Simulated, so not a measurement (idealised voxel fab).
The process module presented herein is designated voxel ribs on slabs.
cross-section cut | 295 nm wide | cells 5 nm
In this document a cross-section is written as a grid of square cells. It is given as a series of bands, listed from the top down, and a band is one or more rows of cells.
Top height, bottom height, nm. Materials left to right, width each, nm. Single material + "full width" = fills band edge to edge. "blank" = empty.
Heights from 0 (as-received wafer is one material below). Bottom band endless downward, as "z 0 and below".
Quick explanation for "30..40": the width changes in equal steps down the rows of cells, from the first number in the band's top row to the second number in its bottom row.
Step note "no change" = no cross-section cell changed.
"Sealed-off cavities" means: voids of 8 cells or more that are shut off from the top with no open way through. Written width x height at distance, distance from the left edge, in nm.
The remark found on a step's line after its settings is issued by the simulator itself and pertains to that step.
A step line may carry the setting "overlay nm", which, for steps involving a mask, states the distance by which the mask lay to the right of its intended position; negative values denote displacement to the left.

## plan
1) RECEIVE: material Si
2) DIRECTIONAL_DEP: material SiO2, thk nm 25
3) DIRECTIONAL_DEP: material SiN, thk nm 20
4) MASKED_ETCH: tone cover, mask id RIB, width nm 15, etch materials SiN, depth nm 10, overlay nm 0
5) PATTERN: tone cover, mask id SLAB, material resist, width nm 55, thk nm 15, overlay nm 0
6) DIRECTIONAL_ETCH: etch materials SiN, depth nm 10
7) STRIP: etch materials resist
8) FILL_DEP: material SiO2, thk nm 25
9) CMP: height nm 60
10) DIRECTIONAL_DEP: material TiN, thk nm 10
11) DIRECTIONAL_DEP: material aC, thk nm 15
12) PATTERN: tone cover, mask id HEATER, material resist, width nm 25, thk nm 30, overlay nm 0
13) DIRECTIONAL_ETCH: etch materials aC, depth nm 15
14) STRIP: etch materials resist
15) DIRECTIONAL_ETCH: etch materials TiN, depth nm 10
16) STRIP: etch materials aC
17) CONFORMAL_DEP: material SiN, thk nm 10

## The following pertains to the first of two wafers, which was processed as planned

## Cross-sectional view of the wafer in its as-received condition, corresponding to the state after step 1
z 0 and below = Si full width
Sealed-off cavities: none

## How the wafer stands in section after step 2
z 25 to 0 = SiO2 full width
Unchanged below 0.

## How the wafer stands in section after step 3
z 45 to 25 = SiN full width
Unchanged below 25.

## How the wafer stands in section after step 4
z 45 to 35 = 140 of blank  15 of SiN  140 of blank
Unchanged below 35.

## How the wafer stands in section after step 5
z 60 to 45 = 120 of blank  55 of resist  120 of blank
z 45 to 35 = 120 of blank  20 of resist  15 of SiN  20 of resist  120 of blank
Unchanged below 35.

## How the wafer stands in section after step 6
z 60 to 45 = 120 of blank  55 of resist  120 of blank
z 45 to 35 = 120 of blank  20 of resist  15 of SiN  20 of resist  120 of blank
z 35 to 25 = 120 of blank  55 of SiN  120 of blank
Unchanged below 25.

## How the wafer stands in section after step 7
z 45 to 35 = 140 of blank  15 of SiN  140 of blank
Unchanged below 35.

## How the wafer stands in section after step 8
z 70 to 45 = SiO2 full width
z 45 to 35 = 140 of SiO2  15 of SiN  140 of SiO2
z 35 to 25 = 120 of SiO2  55 of SiN  120 of SiO2
Unchanged below 25.

## How the wafer stands in section after step 9
z 60 to 45 = SiO2 full width
Unchanged below 45.

## How the wafer stands in section after step 10
z 70 to 60 = TiN full width
Unchanged below 60.

## How the wafer stands in section after step 11
z 85 to 70 = aC full width
Unchanged below 70.

## How the wafer stands in section after step 12
z 115 to 85 = 135 of blank  25 of resist  135 of blank
Unchanged below 85.

## How the wafer stands in section after step 13
z 100 to 85 = 135 of blank  25 of resist  135 of blank
z 85 to 70 = 135 of blank  25 of aC  135 of blank
Unchanged below 70.

## How the wafer stands in section after step 14
z 85 to 70 = 135 of blank  25 of aC  135 of blank
Unchanged below 70.

## How the wafer stands in section after step 15
z 85 to 70 = 135 of blank  25 of aC  135 of blank
z 70 to 60 = 135 of blank  25 of TiN  135 of blank
Unchanged below 60.

## How the wafer stands in section after step 16
z 70 to 60 = 135 of blank  25 of TiN  135 of blank
Unchanged below 60.

## How the wafer stands in section after step 17
z 80 to 70 = 125 of blank  45 of SiN  125 of blank
z 70 to 60 = 135 of SiN  25 of TiN  135 of SiN
Unchanged below 60.

## Second Wafer (Identical Start and Plan, One Processing Error; Matches First Wafer Through Step 16)

Second wafer, sectioned view, at step 17's planned end time: no change
Processing error: the run left out plan step 17 entirely, so it was never executed
Final tally in cells, some materials are higher or lower on the second wafer than on the first: 126 fewer of SiN
